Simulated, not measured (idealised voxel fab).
process module | voxel gate over fins
cross-section cut | 300 nm wide | cells 5 nm
A cross-section is a grid of square cells, given in bands from the top down. A band is one or more rows of cells.
Each band's line starts with the height of the band's top and of its bottom, in nm. Then come its materials from left to right, each with its width in nm. One material with "throughout" fills the band from edge to edge. "air" is empty space.
Height 0 is the level under which the wafer as received is all one material. The lowest band goes on downwards, as in "0 down".
A width such as "30 to 40" changes by the same amount from each row of cells to the next, from the band's top row to its bottom row.
"no change" after a step means that no cell of the cross-section changed.
closed voids: empty space of 8 cells or more with no open way to the top, each as width x height at its distance from the left edge, in nm
after a step's settings: what the simulator itself notes on the step
overlay nm, on a step with a mask: how far to the right of its planned place the mask lay; to the left if negative
plan
1 op RECEIVE | material Si
2 op CONFORMAL_DEP | material SiN | thk nm 10
3 op PATTERN | tone cover | mask id FINS | material resist | width nm 15 | pitch nm 40 | thk nm 15 | overlay nm 0
4 op DIRECTIONAL_ETCH | etch materials SiN | depth nm 10
5 op DIRECTIONAL_ETCH | etch materials Si | depth nm 30
6 op STRIP | etch materials resist
7 op OXIDIZE | depth nm 5
8 op FILL_DEP | material SiO2 | thk nm 15
9 op CMP | height nm 10
10 op SELECTIVE_ETCH | etch materials SiO2 | depth nm 20
11 op STRIP | etch materials SiN
12 op CONFORMAL_DEP | material HfO2 | thk nm 5
13 op CONFORMAL_DEP | material TiN | thk nm 5
14 op CONFORMAL_DEP | material TiAl | thk nm 5
15 op CONFORMAL_DEP | material TiN | thk nm 5
16 op FILL_DEP | material W | thk nm 10
17 op CMP | height nm 25
18 op CONFORMAL_DEP | material SiN | thk nm 10
as received, after step 1
  0 down: Si throughout
  closed voids: none
a wafer at the end: this start, this plan, one mistake
  35 to 25: SiN throughout
  25 to 20: TiAl throughout
  20 to 15: TiN throughout
  15 to 5: HfO2 125 | TiN 5 | HfO2 35 | TiN 5 | HfO2 130
  5 to 0: HfO2 throughout
  0 to -30: HfO2 120 | SiO2 5 | Si 5 | SiO2 5 | HfO2 25 | SiO2 5 | Si 5 | SiO2 5 | HfO2 125
  -30 to -35: SiO2 125 | Si 5 | SiO2 35 | Si 5 | SiO2 130
  -35 down: Si throughout
  closed voids: none
what went wrong: step 8 ran as: op FILL_DEP | material HfO2 | thk nm 15
